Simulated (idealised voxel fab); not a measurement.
Process module heading - voxel fin reveal
Square cells of 5 nm make up the cross-section cut, whose width is 165 nm.
How to read a cross-section here: the picture is a grid of square cells, written as bands going from the top down, and any band can span one or more rows of cells. This entry defines a band. It first specifies the height of the band's top and the height of its bottom in nm, and then specifies the band's materials from left to right, stating each material with its width in nm. The word "throughout" identifies a single material that fills the band from edge to edge, while the word "blank" identifies empty space. Heights are measured from 0, the level below which the as-received wafer is all one material; the lowest band has no bottom and continues downward, written as in "0 nm and below". When a width is written as two numbers, as in "30 to 40", the first number is the width in the top row of cells of the band and the second is the width in its bottom row, and the width changes by the same amount from each row to the next. Given "no change" for a step, no cell of the cross-section differs between before and after that step. Basically, "Entrapped voids" tells you about the enclosed voids: empty spaces with no open way to the top, 8 cells or bigger, each written width x height at distance, where distance is from the left edge, all in nm. Post-settings text on a step line: simulator's own remark regarding the step. overlay nm: where the mask lay relative to plan, measured to the right, on steps with a mask; negatives go left.

## plan
1,RECEIVE: material Si
2,CONFORMAL_DEP: material SiN, thk nm 5
3,PATTERN: tone cover, mask id FINS, material resist, width nm 15, pitch nm 35, thk nm 20, overlay nm 0
4,DIRECTIONAL_ETCH: etch materials SiN, depth nm 5
5,DIRECTIONAL_ETCH: etch materials Si, depth nm 30
6,STRIP: etch materials resist
7,OXIDIZE: depth nm 5
8,FILL_DEP: material SiO2, thk nm 5
9,CMP: height nm 5
10,SELECTIVE_ETCH: etch materials SiO2, depth nm 20
11,STRIP: etch materials SiN
12,CONFORMAL_DEP: material HfO2, thk nm 5

## Cross-sectional view of the wafer in its as-received condition, corresponding to the state after step 1
0 nm and below | Si throughout
Entrapped voids: none

## Result of the module, cross-sectioned: start per above, plan per above, one error in how it was run
5 nm to 0 nm | blank=20 | SiO2=15 | blank=20 | SiO2=15 | blank=20 | SiO2=15 | blank=20 | SiO2=15 | blank=25
0 nm to -10 nm | blank=20 | SiO2=5 | Si=5 | SiO2=5 | blank=20 | SiO2=5 | Si=5 | SiO2=5 | blank=20 | SiO2=5 | Si=5 | SiO2=5 | blank=20 | SiO2=5 | Si=5 | SiO2=5 | blank=25
-10 nm to -35 nm | SiO2=25 | Si=5 | SiO2=30 | Si=5 | SiO2=30 | Si=5 | SiO2=30 | Si=5 | SiO2=30
-35 nm and below | Si throughout
Entrapped voids: none
what went wrong: step 12, actual vs plan mismatch, actual run CONFORMAL_DEP: material SiO2, thk nm 5
